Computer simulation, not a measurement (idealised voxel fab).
process module | voxel self aligned contacts
cross-section cut | 220 nm wide | cells 5 nm
A cross-section is a grid of square cells, given in bands from the top down. A band is one or more rows of cells.
Each band's line starts with the height of the band's top and of its bottom, in nm. Then come its materials from left to right, each with its width in nm. One material with "throughout" fills the band from edge to edge. "air" is empty space.
Height 0 is the level under which the wafer as received is all one material. The lowest band goes on downwards, as in "0 down".
A width such as "30 to 40" changes by the same amount from each row of cells to the next, from the band's top row to its bottom row.
"no change" after a step means that no cell of the cross-section changed.
closed voids: empty space of 8 cells or more with no open way to the top, each as width x height at its distance from the left edge, in nm
after a step's settings: what the simulator itself notes on the step
overlay nm, on a step with a mask: how far to the right of its planned place the mask lay; to the left if negative
Each pair below shows a cross-section before one step and the cross-section after it, down to the lowest band that changed. The line under each pair gives the step between them, with its settings. The pairs can come from different runs of this module on the same starting wafer, so a pair continues from the pair above only where its "before" says so.
before
  0 down: Si throughout
  closed voids: none
after
  5 to 0: SiO2 throughout
  below 0: unchanged
  closed voids: none
the step between: op CONFORMAL_DEP | material SiO2 | thk nm 5
before: the cross-section after the pair above
after
  30 to 5: polySi throughout
  below 5: unchanged
  closed voids: none
the step between: op DIRECTIONAL_DEP | material polySi | thk nm 25
before: the cross-section after the pair above
after
  45 to 30: SiN throughout
  below 30: unchanged
  closed voids: none
the step between: op DIRECTIONAL_DEP | material SiN | thk nm 15
before: the cross-section after the pair above
after
  65 to 45: air 20 | resist 35 | air 35 | resist 35 | air 35 | resist 35 | air 25
  below 45: unchanged
  closed voids: none
the step between: op PATTERN | tone cover | mask id GATE | material resist | width nm 35 | pitch nm 70 | thk nm 20 | overlay nm 0
before: the cross-section after the pair above
after
  65 to 45: air 20 | resist 35 | air 35 | resist 35 | air 35 | resist 35 | air 25
  45 to 30: air 20 | SiN 35 | air 35 | SiN 35 | air 35 | SiN 35 | air 25
  below 30: unchanged
  closed voids: none
the step between: op DIRECTIONAL_ETCH | etch materials SiN | depth nm 15
before: the cross-section after the pair above
after
  65 to 45: air 20 | resist 35 | air 35 | resist 35 | air 35 | resist 35 | air 25
  45 to 30: air 20 | SiN 35 | air 35 | SiN 35 | air 35 | SiN 35 | air 25
  30 to 5: air 20 | polySi 35 | air 35 | polySi 35 | air 35 | polySi 35 | air 25
  below 5: unchanged
  closed voids: none
the step between: op DIRECTIONAL_ETCH | etch materials polySi | depth nm 25
before: the cross-section after the pair above
after
  45 to 30: air 20 | SiN 35 | air 35 | SiN 35 | air 35 | SiN 35 | air 25
  below 30: unchanged
  closed voids: none
the step between: op STRIP | etch materials resist
before: the cross-section after the pair above
after
  50 to 30: air 15 | SiN 45 | air 25 | SiN 45 | air 25 | SiN 45 | air 20
  30 to 10: air 15 | SiN 5 | polySi 35 | SiN 5 | air 25 | SiN 5 | polySi 35 | SiN 5 | air 25 | SiN 5 | polySi 35 | SiN 5 | air 20
  10 to 5: SiN 20 | polySi 35 | SiN 35 | polySi 35 | SiN 35 | polySi 35 | SiN 25
  below 5: unchanged
  closed voids: none
the step between: op CONFORMAL_DEP | material SiN | thk nm 5
before: the cross-section after the pair above
after
  45 to 30: air 15 | SiN 45 | air 25 | SiN 45 | air 25 | SiN 45 | air 20
  30 to 5: air 15 | SiN 5 | polySi 35 | SiN 5 | air 25 | SiN 5 | polySi 35 | SiN 5 | air 25 | SiN 5 | polySi 35 | SiN 5 | air 20
  below 5: unchanged
  closed voids: none
the step between: op DIRECTIONAL_ETCH | etch materials SiN | depth nm 5
before: the cross-section after the pair above
after
  55 to 45: SiO2 throughout
  45 to 30: SiO2 15 | SiN 45 | SiO2 25 | SiN 45 | SiO2 25 | SiN 45 | SiO2 20
  30 to 5: SiO2 15 | SiN 5 | polySi 35 | SiN 5 | SiO2 25 | SiN 5 | polySi 35 | SiN 5 | SiO2 25 | SiN 5 | polySi 35 | SiN 5 | SiO2 20
  below 5: unchanged
  closed voids: none
the step between: op FILL_DEP | material SiO2 | thk nm 10
before: the cross-section after the pair above
after
  50 to 45: SiO2 throughout
  below 45: unchanged
  closed voids: none
the step between: op CMP | height nm 50
before: the cross-section after the pair above
after
  60 to 50: aC throughout
  below 50: unchanged
  closed voids: none
the step between: op DIRECTIONAL_DEP | material aC | thk nm 10
before: the cross-section after the pair above
after
  90 to 60: resist 45 | air 55 | resist 15 | air 55 | resist 50
  below 60: unchanged
  closed voids: none
the step between: op PATTERN | tone open | mask id CONTACT | material resist | width nm 55 | pitch nm 70 | thk nm 30 | overlay nm 0
before: the cross-section after the pair above
after
  80 to 60: resist 45 | air 55 | resist 15 | air 55 | resist 50
  60 to 50: aC 45 | air 55 | aC 15 | air 55 | aC 50
  below 50: unchanged
  closed voids: none
the step between: op DIRECTIONAL_ETCH | etch materials aC | depth nm 10
before: the cross-section after the pair above
after
  60 to 50: aC 45 | air 55 | aC 15 | air 55 | aC 50
  below 50: unchanged
  closed voids: none
the step between: op STRIP | etch materials resist
before: the cross-section after the pair above
after
  60 to 50: aC 45 | air 55 | aC 15 | air 55 | aC 50
  50 to 45: SiO2 45 | air 55 | SiO2 15 | air 55 | SiO2 50
  45 to 30: SiO2 15 | SiN 45 | air 25 | SiN 45 | air 25 | SiN 45 | SiO2 20
  30 to 5: SiO2 15 | SiN 5 | polySi 35 | SiN 5 | air 25 | SiN 5 | polySi 35 | SiN 5 | air 25 | SiN 5 | polySi 35 | SiN 5 | SiO2 20
  5 to 0: SiO2 60 | air 25 | SiO2 45 | air 25 | SiO2 65
  below 0: unchanged
  closed voids: none
the step between: op DIRECTIONAL_ETCH | etch materials SiO2 | depth nm 50
before: the cross-section after the pair above
after
  50 to 45: SiO2 45 | air 55 | SiO2 15 | air 55 | SiO2 50
  below 45: unchanged
  closed voids: none
the step between: op STRIP | etch materials aC
before: the cross-section after the pair above
after
  55 to 50: TiN 50 | air 45 | TiN 25 | air 45 | TiN 55
  50 to 45: SiO2 45 | TiN 20 | air 15 | TiN 20 | SiO2 15 | TiN 20 | air 15 | TiN 20 | SiO2 50
  45 to 30: SiO2 15 | SiN 45 | TiN 5 | air 15 | TiN 5 | SiN 45 | TiN 5 | air 15 | TiN 5 | SiN 45 | SiO2 20
  30 to 5: SiO2 15 | SiN 5 | polySi 35 | SiN 5 | TiN 5 | air 15 | TiN 5 | SiN 5 | polySi 35 | SiN 5 | TiN 5 | air 15 | TiN 5 | SiN 5 | polySi 35 | SiN 5 | SiO2 20
  5 to 0: SiO2 60 | TiN 25 | SiO2 45 | TiN 25 | SiO2 65
  below 0: unchanged
  closed voids: none
the step between: op CONFORMAL_DEP | material TiN | thk nm 5
before: the cross-section after the pair above
after
  65 to 55: Ru throughout
  55 to 50: TiN 50 | Ru 45 | TiN 25 | Ru 45 | TiN 55
  50 to 45: SiO2 45 | TiN 20 | Ru 15 | TiN 20 | SiO2 15 | TiN 20 | Ru 15 | TiN 20 | SiO2 50
  45 to 30: SiO2 15 | SiN 45 | TiN 5 | Ru 15 | TiN 5 | SiN 45 | TiN 5 | Ru 15 | TiN 5 | SiN 45 | SiO2 20
  30 to 5: SiO2 15 | SiN 5 | polySi 35 | SiN 5 | TiN 5 | Ru 15 | TiN 5 | SiN 5 | polySi 35 | SiN 5 | TiN 5 | Ru 15 | TiN 5 | SiN 5 | polySi 35 | SiN 5 | SiO2 20
  below 5: unchanged
  closed voids: none
the step between: op FILL_DEP | material Ru | thk nm 10
before: the cross-section after the pair above
after
  50 to 45: SiO2 45 | TiN 20 | Ru 15 | TiN 20 | SiO2 15 | TiN 20 | Ru 15 | TiN 20 | SiO2 50
  below 45: unchanged
  closed voids: none
the step between: op CMP | height nm 50
before: the cross-section after the pair above
after
  55 to 50: SiCN throughout
  below 50: unchanged
  closed voids: none
the step between: op CONFORMAL_DEP | material SiCN | thk nm 5
before
  0 down: Si throughout
  closed voids: none
after
  25 to 0: polySi throughout
  below 0: unchanged
  closed voids: none
the step between: op DIRECTIONAL_DEP | material polySi | thk nm 25
before: the cross-section after the pair above
after
  40 to 25: SiN throughout
  below 25: unchanged
  closed voids: none
the step between: op DIRECTIONAL_DEP | material SiN | thk nm 15
before: the cross-section after the pair above
after
  60 to 40: air 20 | resist 35 | air 35 | resist 35 | air 35 | resist 35 | air 25
  below 40: unchanged
  closed voids: none
the step between: op PATTERN | tone cover | mask id GATE | material resist | width nm 35 | pitch nm 70 | thk nm 20 | overlay nm 0
before: the cross-section after the pair above
after
  60 to 40: air 20 | resist 35 | air 35 | resist 35 | air 35 | resist 35 | air 25
  40 to 25: air 20 | SiN 35 | air 35 | SiN 35 | air 35 | SiN 35 | air 25
  below 25: unchanged
  closed voids: none
the step between: op DIRECTIONAL_ETCH | etch materials SiN | depth nm 15
before: the cross-section after the pair above
after
  60 to 40: air 20 | resist 35 | air 35 | resist 35 | air 35 | resist 35 | air 25
  40 to 25: air 20 | SiN 35 | air 35 | SiN 35 | air 35 | SiN 35 | air 25
  25 to 0: air 20 | polySi 35 | air 35 | polySi 35 | air 35 | polySi 35 | air 25
  below 0: unchanged
  closed voids: none
the step between: op DIRECTIONAL_ETCH | etch materials polySi | depth nm 25
before: the cross-section after the pair above
after
  40 to 25: air 20 | SiN 35 | air 35 | SiN 35 | air 35 | SiN 35 | air 25
  below 25: unchanged
  closed voids: none
the step between: op STRIP | etch materials resist
before: the cross-section after the pair above
after
  45 to 25: air 15 | SiN 45 | air 25 | SiN 45 | air 25 | SiN 45 | air 20
  25 to 5: air 15 | SiN 5 | polySi 35 | SiN 5 | air 25 | SiN 5 | polySi 35 | SiN 5 | air 25 | SiN 5 | polySi 35 | SiN 5 | air 20
  5 to 0: SiN 20 | polySi 35 | SiN 35 | polySi 35 | SiN 35 | polySi 35 | SiN 25
  below 0: unchanged
  closed voids: none
the step between: op CONFORMAL_DEP | material SiN | thk nm 5
before: the cross-section after the pair above
after
  40 to 25: air 15 | SiN 45 | air 25 | SiN 45 | air 25 | SiN 45 | air 20
  25 to 0: air 15 | SiN 5 | polySi 35 | SiN 5 | air 25 | SiN 5 | polySi 35 | SiN 5 | air 25 | SiN 5 | polySi 35 | SiN 5 | air 20
  below 0: unchanged
  closed voids: none
the step between: op DIRECTIONAL_ETCH | etch materials SiN | depth nm 5
before: the cross-section after the pair above
after
  50 to 40: SiO2 throughout
  40 to 25: SiO2 15 | SiN 45 | SiO2 25 | SiN 45 | SiO2 25 | SiN 45 | SiO2 20
  25 to 0: SiO2 15 | SiN 5 | polySi 35 | SiN 5 | SiO2 25 | SiN 5 | polySi 35 | SiN 5 | SiO2 25 | SiN 5 | polySi 35 | SiN 5 | SiO2 20
  below 0: unchanged
  closed voids: none
the step between: op FILL_DEP | material SiO2 | thk nm 10
before: the cross-section after the pair above
after
  60 to 50: aC throughout
  below 50: unchanged
  closed voids: none
the step between: op DIRECTIONAL_DEP | material aC | thk nm 10
before: the cross-section after the pair above
after
  90 to 60: resist 45 | air 55 | resist 15 | air 55 | resist 50
  below 60: unchanged
  closed voids: none
the step between: op PATTERN | tone open | mask id CONTACT | material resist | width nm 55 | pitch nm 70 | thk nm 30 | overlay nm 0
before: the cross-section after the pair above
after
  80 to 60: resist 45 | air 55 | resist 15 | air 55 | resist 50
  60 to 50: aC 45 | air 55 | aC 15 | air 55 | aC 50
  below 50: unchanged
  closed voids: none
the step between: op DIRECTIONAL_ETCH | etch materials aC | depth nm 10
before: the cross-section after the pair above
after
  60 to 50: aC 45 | air 55 | aC 15 | air 55 | aC 50
  below 50: unchanged
  closed voids: none
the step between: op STRIP | etch materials resist
before: the cross-section after the pair above
after
  60 to 50: aC 45 | air 55 | aC 15 | air 55 | aC 50
  50 to 40: SiO2 45 | air 55 | SiO2 15 | air 55 | SiO2 50
  40 to 25: SiO2 15 | SiN 45 | air 25 | SiN 45 | air 25 | SiN 45 | SiO2 20
  25 to 0: SiO2 15 | SiN 5 | polySi 35 | SiN 5 | air 25 | SiN 5 | polySi 35 | SiN 5 | air 25 | SiN 5 | polySi 35 | SiN 5 | SiO2 20
  below 0: unchanged
  closed voids: none
the step between: op DIRECTIONAL_ETCH | etch materials SiO2 | depth nm 50
before: the cross-section after the pair above
after
  50 to 40: SiO2 45 | air 55 | SiO2 15 | air 55 | SiO2 50
  below 40: unchanged
  closed voids: none
the step between: op STRIP | etch materials aC
before: the cross-section after the pair above
after
  55 to 50: TiN 50 | air 45 | TiN 25 | air 45 | TiN 55
  50 to 40: SiO2 45 | TiN 5 to 20 | air 45 to 15 | TiN 5 to 20 | SiO2 15 | TiN 5 to 20 | air 45 to 15 | TiN 5 to 20 | SiO2 50
  40 to 25: SiO2 15 | SiN 45 | TiN 5 | air 15 | TiN 5 | SiN 45 | TiN 5 | air 15 | TiN 5 | SiN 45 | SiO2 20
  25 to 5: SiO2 15 | SiN 5 | polySi 35 | SiN 5 | TiN 5 | air 15 | TiN 5 | SiN 5 | polySi 35 | SiN 5 | TiN 5 | air 15 | TiN 5 | SiN 5 | polySi 35 | SiN 5 | SiO2 20
  5 to 0: SiO2 15 | SiN 5 | polySi 35 | SiN 5 | TiN 25 | SiN 5 | polySi 35 | SiN 5 | TiN 25 | SiN 5 | polySi 35 | SiN 5 | SiO2 20
  below 0: unchanged
  closed voids: none
the step between: op CONFORMAL_DEP | material TiN | thk nm 5
before: the cross-section after the pair above
after
  65 to 55: Ru throughout
  55 to 50: TiN 50 | Ru 45 | TiN 25 | Ru 45 | TiN 55
  50 to 40: SiO2 45 | TiN 5 to 20 | Ru 45 to 15 | TiN 5 to 20 | SiO2 15 | TiN 5 to 20 | Ru 45 to 15 | TiN 5 to 20 | SiO2 50
  40 to 25: SiO2 15 | SiN 45 | TiN 5 | Ru 15 | TiN 5 | SiN 45 | TiN 5 | Ru 15 | TiN 5 | SiN 45 | SiO2 20
  25 to 5: SiO2 15 | SiN 5 | polySi 35 | SiN 5 | TiN 5 | Ru 15 | TiN 5 | SiN 5 | polySi 35 | SiN 5 | TiN 5 | Ru 15 | TiN 5 | SiN 5 | polySi 35 | SiN 5 | SiO2 20
  below 5: unchanged
  closed voids: none
the step between: op FILL_DEP | material Ru | thk nm 10
before: the cross-section after the pair above
after
  50 to 40: SiO2 45 | TiN 5 to 20 | Ru 45 to 15 | TiN 5 to 20 | SiO2 15 | TiN 5 to 20 | Ru 45 to 15 | TiN 5 to 20 | SiO2 50
  below 40: unchanged
  closed voids: none
the step between: op CMP | height nm 50
before: the cross-section after the pair above
after
  55 to 50: SiCN throughout
  below 50: unchanged
  closed voids: none
the step between: op CONFORMAL_DEP | material SiCN | thk nm 5
before
  30 to 5: polySi throughout
  5 to 0: SiO2 throughout
  0 down: Si throughout
  closed voids: none
after
  55 to 5: polySi throughout
  below 5: unchanged
  closed voids: none
the step between: op DIRECTIONAL_DEP | material polySi | thk nm 25
before: the cross-section after the pair above
after
  70 to 55: SiN throughout
  below 55: unchanged
  closed voids: none
the step between: op DIRECTIONAL_DEP | material SiN | thk nm 15
before: the cross-section after the pair above
after
  90 to 70: air 20 | resist 35 | air 35 | resist 35 | air 35 | resist 35 | air 25
  below 70: unchanged
  closed voids: none
the step between: op PATTERN | tone cover | mask id GATE | material resist | width nm 35 | pitch nm 70 | thk nm 20 | overlay nm 0
before: the cross-section after the pair above
after
  90 to 70: air 20 | resist 35 | air 35 | resist 35 | air 35 | resist 35 | air 25
  70 to 55: air 20 | SiN 35 | air 35 | SiN 35 | air 35 | SiN 35 | air 25
  below 55: unchanged
  closed voids: none
the step between: op DIRECTIONAL_ETCH | etch materials SiN | depth nm 15
before: the cross-section after the pair above
after
  90 to 70: air 20 | resist 35 | air 35 | resist 35 | air 35 | resist 35 | air 25
  70 to 55: air 20 | SiN 35 | air 35 | SiN 35 | air 35 | SiN 35 | air 25
  55 to 30: air 20 | polySi 35 | air 35 | polySi 35 | air 35 | polySi 35 | air 25
  below 30: unchanged
  closed voids: none
the step between: op DIRECTIONAL_ETCH | etch materials polySi | depth nm 25
before: the cross-section after the pair above
after
  70 to 55: air 20 | SiN 35 | air 35 | SiN 35 | air 35 | SiN 35 | air 25
  below 55: unchanged
  closed voids: none
the step between: op STRIP | etch materials resist
before: the cross-section after the pair above
after
  75 to 55: air 15 | SiN 45 | air 25 | SiN 45 | air 25 | SiN 45 | air 20
  55 to 35: air 15 | SiN 5 | polySi 35 | SiN 5 | air 25 | SiN 5 | polySi 35 | SiN 5 | air 25 | SiN 5 | polySi 35 | SiN 5 | air 20
  35 to 30: SiN 20 | polySi 35 | SiN 35 | polySi 35 | SiN 35 | polySi 35 | SiN 25
  below 30: unchanged
  closed voids: none
the step between: op CONFORMAL_DEP | material SiN | thk nm 5
before: the cross-section after the pair above
after
  70 to 55: air 15 | SiN 45 | air 25 | SiN 45 | air 25 | SiN 45 | air 20
  55 to 30: air 15 | SiN 5 | polySi 35 | SiN 5 | air 25 | SiN 5 | polySi 35 | SiN 5 | air 25 | SiN 5 | polySi 35 | SiN 5 | air 20
  below 30: unchanged
  closed voids: none
the step between: op DIRECTIONAL_ETCH | etch materials SiN | depth nm 5
before: the cross-section after the pair above
after
  80 to 70: SiO2 throughout
  70 to 55: SiO2 15 | SiN 45 | SiO2 25 | SiN 45 | SiO2 25 | SiN 45 | SiO2 20
  55 to 30: SiO2 15 | SiN 5 | polySi 35 | SiN 5 | SiO2 25 | SiN 5 | polySi 35 | SiN 5 | SiO2 25 | SiN 5 | polySi 35 | SiN 5 | SiO2 20
  below 30: unchanged
  closed voids: none
the step between: op FILL_DEP | material SiO2 | thk nm 10
before: the cross-section after the pair above
after
  50 to 30: SiO2 15 | SiN 5 | polySi 35 | SiN 5 | SiO2 25 | SiN 5 | polySi 35 | SiN 5 | SiO2 25 | SiN 5 | polySi 35 | SiN 5 | SiO2 20
  below 30: unchanged
  closed voids: none
the step between: op CMP | height nm 50
before: the cross-section after the pair above
after
  60 to 50: aC throughout
  below 50: unchanged
  closed voids: none
the step between: op DIRECTIONAL_DEP | material aC | thk nm 10
before: the cross-section after the pair above
after
  90 to 60: resist 45 | air 55 | resist 15 | air 55 | resist 50
  below 60: unchanged
  closed voids: none
the step between: op PATTERN | tone open | mask id CONTACT | material resist | width nm 55 | pitch nm 70 | thk nm 30 | overlay nm 0
before: the cross-section after the pair above
after
  80 to 60: resist 45 | air 55 | resist 15 | air 55 | resist 50
  60 to 50: aC 45 | air 55 | aC 15 | air 55 | aC 50
  below 50: unchanged
  closed voids: none
the step between: op DIRECTIONAL_ETCH | etch materials aC | depth nm 10
before: the cross-section after the pair above
after
  60 to 50: aC 45 | air 55 | aC 15 | air 55 | aC 50
  below 50: unchanged
  closed voids: none
the step between: op STRIP | etch materials resist
before: the cross-section after the pair above
after
  60 to 50: aC 45 | air 55 | aC 15 | air 55 | aC 50
  50 to 30: SiO2 15 | SiN 5 | polySi 35 | SiN 5 | air 25 | SiN 5 | polySi 35 | SiN 5 | air 25 | SiN 5 | polySi 35 | SiN 5 | SiO2 20
  below 30: unchanged
  closed voids: none
the step between: op DIRECTIONAL_ETCH | etch materials SiO2 | depth nm 50
before: the cross-section after the pair above
after
  50 to 30: SiO2 15 | SiN 5 | polySi 35 | SiN 5 | air 25 | SiN 5 | polySi 35 | SiN 5 | air 25 | SiN 5 | polySi 35 | SiN 5 | SiO2 20
  below 30: unchanged
  closed voids: none
the step between: op STRIP | etch materials aC
before: the cross-section after the pair above
after
  55 to 50: TiN 65 | air 15 | TiN 55 | air 15 | TiN 70
  50 to 35: SiO2 15 | SiN 5 | polySi 35 | SiN 5 | TiN 5 | air 15 | TiN 5 | SiN 5 | polySi 35 | SiN 5 | TiN 5 | air 15 | TiN 5 | SiN 5 | polySi 35 | SiN 5 | SiO2 20
  35 to 30: SiO2 15 | SiN 5 | polySi 35 | SiN 5 | TiN 25 | SiN 5 | polySi 35 | SiN 5 | TiN 25 | SiN 5 | polySi 35 | SiN 5 | SiO2 20
  below 30: unchanged
  closed voids: none
the step between: op CONFORMAL_DEP | material TiN | thk nm 5
before: the cross-section after the pair above
after
  65 to 55: Ru throughout
  55 to 50: TiN 65 | Ru 15 | TiN 55 | Ru 15 | TiN 70
  50 to 35: SiO2 15 | SiN 5 | polySi 35 | SiN 5 | TiN 5 | Ru 15 | TiN 5 | SiN 5 | polySi 35 | SiN 5 | TiN 5 | Ru 15 | TiN 5 | SiN 5 | polySi 35 | SiN 5 | SiO2 20
  below 35: unchanged
  closed voids: none
the step between: op FILL_DEP | material Ru | thk nm 10
before: the cross-section after the pair above
after
  50 to 35: SiO2 15 | SiN 5 | polySi 35 | SiN 5 | TiN 5 | Ru 15 | TiN 5 | SiN 5 | polySi 35 | SiN 5 | TiN 5 | Ru 15 | TiN 5 | SiN 5 | polySi 35 | SiN 5 | SiO2 20
  below 35: unchanged
  closed voids: none
the step between: op CMP | height nm 50
before: the cross-section after the pair above
after
  55 to 50: SiCN throughout
  below 50: unchanged
  closed voids: none
the step between: op CONFORMAL_DEP | material SiCN | thk nm 5
before
  5 to 0: SiO2 throughout
  0 down: Si throughout
  closed voids: none
after
  20 to 5: SiN throughout
  below 5: unchanged
  closed voids: none
the step between: op DIRECTIONAL_DEP | material SiN | thk nm 15
before: the cross-section after the pair above
after
  45 to 20: polySi throughout
  below 20: unchanged
  closed voids: none
the step between: op DIRECTIONAL_DEP | material polySi | thk nm 25
before: the cross-section after the pair above
after
  65 to 45: air 20 | resist 35 | air 35 | resist 35 | air 35 | resist 35 | air 25
  below 45: unchanged
  closed voids: none
the step between: op PATTERN | tone cover | mask id GATE | material resist | width nm 35 | pitch nm 70 | thk nm 20 | overlay nm 0
before: the cross-section after the pair above
after
  65 to 45: air 20 | resist 35 | air 35 | resist 35 | air 35 | resist 35 | air 25
  45 to 20: air 20 | polySi 35 | air 35 | polySi 35 | air 35 | polySi 35 | air 25
  below 20: unchanged
  closed voids: none
the step between: op DIRECTIONAL_ETCH | etch materials polySi | depth nm 25
before: the cross-section after the pair above
after
  45 to 20: air 20 | polySi 35 | air 35 | polySi 35 | air 35 | polySi 35 | air 25
  below 20: unchanged
  closed voids: none
the step between: op STRIP | etch materials resist
before: the cross-section after the pair above
after
  50 to 45: air 15 | SiN 45 | air 25 | SiN 45 | air 25 | SiN 45 | air 20
  45 to 25: air 15 | SiN 5 | polySi 35 | SiN 5 | air 25 | SiN 5 | polySi 35 | SiN 5 | air 25 | SiN 5 | polySi 35 | SiN 5 | air 20
  25 to 20: SiN 20 | polySi 35 | SiN 35 | polySi 35 | SiN 35 | polySi 35 | SiN 25
  below 20: unchanged
  closed voids: none
the step between: op CONFORMAL_DEP | material SiN | thk nm 5
before: the cross-section after the pair above
after
  45 to 20: air 15 | SiN 5 | polySi 35 | SiN 5 | air 25 | SiN 5 | polySi 35 | SiN 5 | air 25 | SiN 5 | polySi 35 | SiN 5 | air 20
  below 20: unchanged
  closed voids: none
the step between: op DIRECTIONAL_ETCH | etch materials SiN | depth nm 5
before: the cross-section after the pair above
after
  55 to 45: SiO2 throughout
  45 to 20: SiO2 15 | SiN 5 | polySi 35 | SiN 5 | SiO2 25 | SiN 5 | polySi 35 | SiN 5 | SiO2 25 | SiN 5 | polySi 35 | SiN 5 | SiO2 20
  below 20: unchanged
  closed voids: none
the step between: op FILL_DEP | material SiO2 | thk nm 10
before: the cross-section after the pair above
after
  50 to 45: SiO2 throughout
  below 45: unchanged
  closed voids: none
the step between: op CMP | height nm 50
before: the cross-section after the pair above
after
  60 to 50: aC throughout
  below 50: unchanged
  closed voids: none
the step between: op DIRECTIONAL_DEP | material aC | thk nm 10
before: the cross-section after the pair above
after
  90 to 60: resist 45 | air 55 | resist 15 | air 55 | resist 50
  below 60: unchanged
  closed voids: none
the step between: op PATTERN | tone open | mask id CONTACT | material resist | width nm 55 | pitch nm 70 | thk nm 30 | overlay nm 0
before: the cross-section after the pair above
after
  80 to 60: resist 45 | air 55 | resist 15 | air 55 | resist 50
  60 to 50: aC 45 | air 55 | aC 15 | air 55 | aC 50
  below 50: unchanged
  closed voids: none
the step between: op DIRECTIONAL_ETCH | etch materials aC | depth nm 10
before: the cross-section after the pair above
after
  60 to 50: aC 45 | air 55 | aC 15 | air 55 | aC 50
  below 50: unchanged
  closed voids: none
the step between: op STRIP | etch materials resist
before: the cross-section after the pair above
after
  60 to 50: aC 45 | air 55 | aC 15 | air 55 | aC 50
  50 to 45: SiO2 45 | air 55 | SiO2 15 | air 55 | SiO2 50
  45 to 20: SiO2 15 | SiN 5 | polySi 35 | SiN 5 | air 25 | SiN 5 | polySi 35 | SiN 5 | air 25 | SiN 5 | polySi 35 | SiN 5 | SiO2 20
  below 20: unchanged
  closed voids: none
the step between: op DIRECTIONAL_ETCH | etch materials SiO2 | depth nm 50
before: the cross-section after the pair above
after
  50 to 45: SiO2 45 | air 55 | SiO2 15 | air 55 | SiO2 50
  below 45: unchanged
  closed voids: none
the step between: op STRIP | etch materials aC
before: the cross-section after the pair above
after
  55 to 50: TiN 50 | air 45 | TiN 25 | air 45 | TiN 55
  50 to 45: SiO2 45 | TiN 20 | air 15 | TiN 20 | SiO2 15 | TiN 20 | air 15 | TiN 20 | SiO2 50
  45 to 25: SiO2 15 | SiN 5 | polySi 35 | SiN 5 | TiN 5 | air 15 | TiN 5 | SiN 5 | polySi 35 | SiN 5 | TiN 5 | air 15 | TiN 5 | SiN 5 | polySi 35 | SiN 5 | SiO2 20
  25 to 20: SiO2 15 | SiN 5 | polySi 35 | SiN 5 | TiN 25 | SiN 5 | polySi 35 | SiN 5 | TiN 25 | SiN 5 | polySi 35 | SiN 5 | SiO2 20
  below 20: unchanged
  closed voids: none
the step between: op CONFORMAL_DEP | material TiN | thk nm 5
before: the cross-section after the pair above
after
  65 to 55: Ru throughout
  55 to 50: TiN 50 | Ru 45 | TiN 25 | Ru 45 | TiN 55
  50 to 45: SiO2 45 | TiN 20 | Ru 15 | TiN 20 | SiO2 15 | TiN 20 | Ru 15 | TiN 20 | SiO2 50
  45 to 25: SiO2 15 | SiN 5 | polySi 35 | SiN 5 | TiN 5 | Ru 15 | TiN 5 | SiN 5 | polySi 35 | SiN 5 | TiN 5 | Ru 15 | TiN 5 | SiN 5 | polySi 35 | SiN 5 | SiO2 20
  below 25: unchanged
  closed voids: none
the step between: op FILL_DEP | material Ru | thk nm 10
before: the cross-section after the pair above
after
  50 to 45: SiO2 45 | TiN 20 | Ru 15 | TiN 20 | SiO2 15 | TiN 20 | Ru 15 | TiN 20 | SiO2 50
  below 45: unchanged
  closed voids: none
the step between: op CMP | height nm 50
before: the cross-section after the pair above
after
  55 to 50: SiCN throughout
  below 50: unchanged
  closed voids: none
the step between: op CONFORMAL_DEP | material SiCN | thk nm 5
before
  65 to 55: Ru throughout
  55 to 50: TiN 50 | Ru 45 | TiN 25 | Ru 45 | TiN 55
  50 to 45: SiO2 45 | TiN 20 | Ru 15 | TiN 20 | SiO2 15 | TiN 20 | Ru 15 | TiN 20 | SiO2 50
  45 to 30: SiO2 15 | SiN 45 | TiN 5 | Ru 15 | TiN 5 | SiN 45 | TiN 5 | Ru 15 | TiN 5 | SiN 45 | SiO2 20
  30 to 5: SiO2 15 | SiN 5 | polySi 35 | SiN 5 | TiN 5 | Ru 15 | TiN 5 | SiN 5 | polySi 35 | SiN 5 | TiN 5 | Ru 15 | TiN 5 | SiN 5 | polySi 35 | SiN 5 | SiO2 20
  5 to 0: SiO2 60 | TiN 25 | SiO2 45 | TiN 25 | SiO2 65
  0 down: Si throughout
  closed voids: none
after
  55 to 50: TiN 50 | Ru 45 | TiN 25 | Ru 45 | TiN 55
  below 50: unchanged
  closed voids: none
the step between: op CMP | height nm 55
before: the cross-section after the pair above
after
  60 to 55: SiCN throughout
  below 55: unchanged
  closed voids: none
the step between: op CONFORMAL_DEP | material SiCN | thk nm 5
before
  45 to 30: SiN throughout
  30 to 5: polySi throughout
  5 to 0: SiO2 throughout
  0 down: Si throughout
  closed voids: none
after
  65 to 45: air 25 | resist 25 | air 45 | resist 25 | air 45 | resist 25 | air 30
  below 45: unchanged
  closed voids: none
the step between: op PATTERN | tone cover | mask id GATE | material resist | width nm 25 | pitch nm 70 | thk nm 20 | overlay nm 0
before: the cross-section after the pair above
after
  65 to 45: air 25 | resist 25 | air 45 | resist 25 | air 45 | resist 25 | air 30
  45 to 30: air 25 | SiN 25 | air 45 | SiN 25 | air 45 | SiN 25 | air 30
  below 30: unchanged
  closed voids: none
the step between: op DIRECTIONAL_ETCH | etch materials SiN | depth nm 15
before: the cross-section after the pair above
after
  65 to 45: air 25 | resist 25 | air 45 | resist 25 | air 45 | resist 25 | air 30
  45 to 30: air 25 | SiN 25 | air 45 | SiN 25 | air 45 | SiN 25 | air 30
  30 to 5: air 25 | polySi 25 | air 45 | polySi 25 | air 45 | polySi 25 | air 30
  below 5: unchanged
  closed voids: none
the step between: op DIRECTIONAL_ETCH | etch materials polySi | depth nm 25
before: the cross-section after the pair above
after
  45 to 30: air 25 | SiN 25 | air 45 | SiN 25 | air 45 | SiN 25 | air 30
  below 30: unchanged
  closed voids: none
the step between: op STRIP | etch materials resist
before: the cross-section after the pair above
after
  50 to 30: air 20 | SiN 35 | air 35 | SiN 35 | air 35 | SiN 35 | air 25
  30 to 10: air 20 | SiN 5 | polySi 25 | SiN 5 | air 35 | SiN 5 | polySi 25 | SiN 5 | air 35 | SiN 5 | polySi 25 | SiN 5 | air 25
  10 to 5: SiN 25 | polySi 25 | SiN 45 | polySi 25 | SiN 45 | polySi 25 | SiN 30
  below 5: unchanged
  closed voids: none
the step between: op CONFORMAL_DEP | material SiN | thk nm 5
before: the cross-section after the pair above
after
  45 to 30: air 20 | SiN 35 | air 35 | SiN 35 | air 35 | SiN 35 | air 25
  30 to 5: air 20 | SiN 5 | polySi 25 | SiN 5 | air 35 | SiN 5 | polySi 25 | SiN 5 | air 35 | SiN 5 | polySi 25 | SiN 5 | air 25
  below 5: unchanged
  closed voids: none
the step between: op DIRECTIONAL_ETCH | etch materials SiN | depth nm 5
before: the cross-section after the pair above
after
  55 to 45: SiO2 throughout
  45 to 30: SiO2 20 | SiN 35 | SiO2 35 | SiN 35 | SiO2 35 | SiN 35 | SiO2 25
  30 to 5: SiO2 20 | SiN 5 | polySi 25 | SiN 5 | SiO2 35 | SiN 5 | polySi 25 | SiN 5 | SiO2 35 | SiN 5 | polySi 25 | SiN 5 | SiO2 25
  below 5: unchanged
  closed voids: none
the step between: op FILL_DEP | material SiO2 | thk nm 10
